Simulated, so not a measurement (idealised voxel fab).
Title: Process Module voxel gate over fins
We display cut, a cross-section 210 nm in width whose square cells are each 5 nm.
How to read a cross-section here: the picture is a grid of square cells, written as bands going from the top down, and any band can span one or more rows of cells.
Quick guide to a band line: top height, bottom height (nm) up front; then every material left to right with its width in nm. Only one material and it's marked "everywhere"? Then it fills the band edge to edge. And "air" just means empty space.
The level at which height equals 0 is the one under which the wafer, as it arrives, is entirely one material. No lower edge exists for the bottom band, which continues downward and is notated as in "0 down".
Graded width ("30 to 40"): value in top row of band = first number; value in bottom row = second number; row-to-row change constant.
"no change", as given for a step, is the statement that not any cell of the cross-section underwent a change during that step.
Any empty space of 8 cells or more lacking an open way to the top shows up in "Enclosed void entries" as width x height at distance, distance from the left edge, in nm.
Post-settings text on a step line: simulator's own remark regarding the step.
"overlay nm" answers the question of how far to the right of plan the mask lay on a step that has a mask, and when it is negative the answer is to the left.

[The following list gives the planned process steps]
step 1: RECEIVE with material Si
step 2: CONFORMAL_DEP with material SiN, thk nm 10
step 3: DIRECTIONAL_DEP with material aC, thk nm 15
step 4: PATTERN with tone cover, mask id FINS, material resist, width nm 15, pitch nm 50, thk nm 30, overlay nm 0
step 5: DIRECTIONAL_ETCH with etch materials aC, depth nm 15
step 6: STRIP with etch materials resist
step 7: DIRECTIONAL_ETCH with etch materials SiN, depth nm 10
step 8: DIRECTIONAL_ETCH with etch materials Si, depth nm 35
step 9: STRIP with etch materials aC
step 10: FILL_DEP with material SiO2, thk nm 10
step 11: CMP with height nm 10
step 12: MASKED_ETCH with tone open, mask id RAIL, width nm 15, etch materials SiO2, depth nm 40, overlay nm 0
step 13: CONFORMAL_DEP with material TiN, thk nm 5
step 14: FILL_DEP with material W, thk nm 5
step 15: CMP with height nm 10
step 16: SELECTIVE_ETCH with etch materials W Ru TiN, depth nm 25
step 17: FILL_DEP with material SiO2, thk nm 5
step 18: CMP with height nm 10
step 19: SELECTIVE_ETCH with etch materials SiO2, depth nm 10
step 20: STRIP with etch materials SiN
step 21: CONFORMAL_DEP with material HfO2, thk nm 5
step 22: CONFORMAL_DEP with material TiN, thk nm 5
step 23: CONFORMAL_DEP with material TiAl, thk nm 5
step 24: CONFORMAL_DEP with material TiN, thk nm 5
step 25: FILL_DEP with material W, thk nm 15
step 26: CMP with height nm 30
step 27: CONFORMAL_DEP with material SiN, thk nm 5
Same starting wafers, different depth nm at step 19. Plan value belongs to the first wafer.

[Cross-section of the first of several wafers as received (after step 1)]
* 0 down: Si everywhere
* Enclosed void entries: none

[Row per wafer, end-of-module: cell gain (+)/loss (-) by material since the wafer came in, then closed voids]
depth nm 10 | +42 HfO2 | -231 Si | +42 SiN | +222 SiO2 | +42 TiAl | +91 TiN | +86 W | Enclosed void entries: none
depth nm 15 | +48 HfO2 | -231 Si | +42 SiN | +189 SiO2 | +48 TiAl | +101 TiN | +97 W | Enclosed void entries: none
depth nm 20 | +54 HfO2 | -231 Si | +42 SiN | +156 SiO2 | +54 TiAl | +111 TiN | +108 W | Enclosed void entries: none
depth nm 25 | +60 HfO2 | -231 Si | +42 SiN | +123 SiO2 | +60 TiAl | +121 TiN | +119 W | Enclosed void entries: none
depth nm 30 | +68 HfO2 | -231 Si | +42 SiN | +93 SiO2 | +64 TiAl | +128 TiN | +130 W | Enclosed void entries: none
depth nm 35 | +76 HfO2 | -231 Si | +42 SiN | +63 SiO2 | +68 TiAl | +135 TiN | +141 W | Enclosed void entries: none
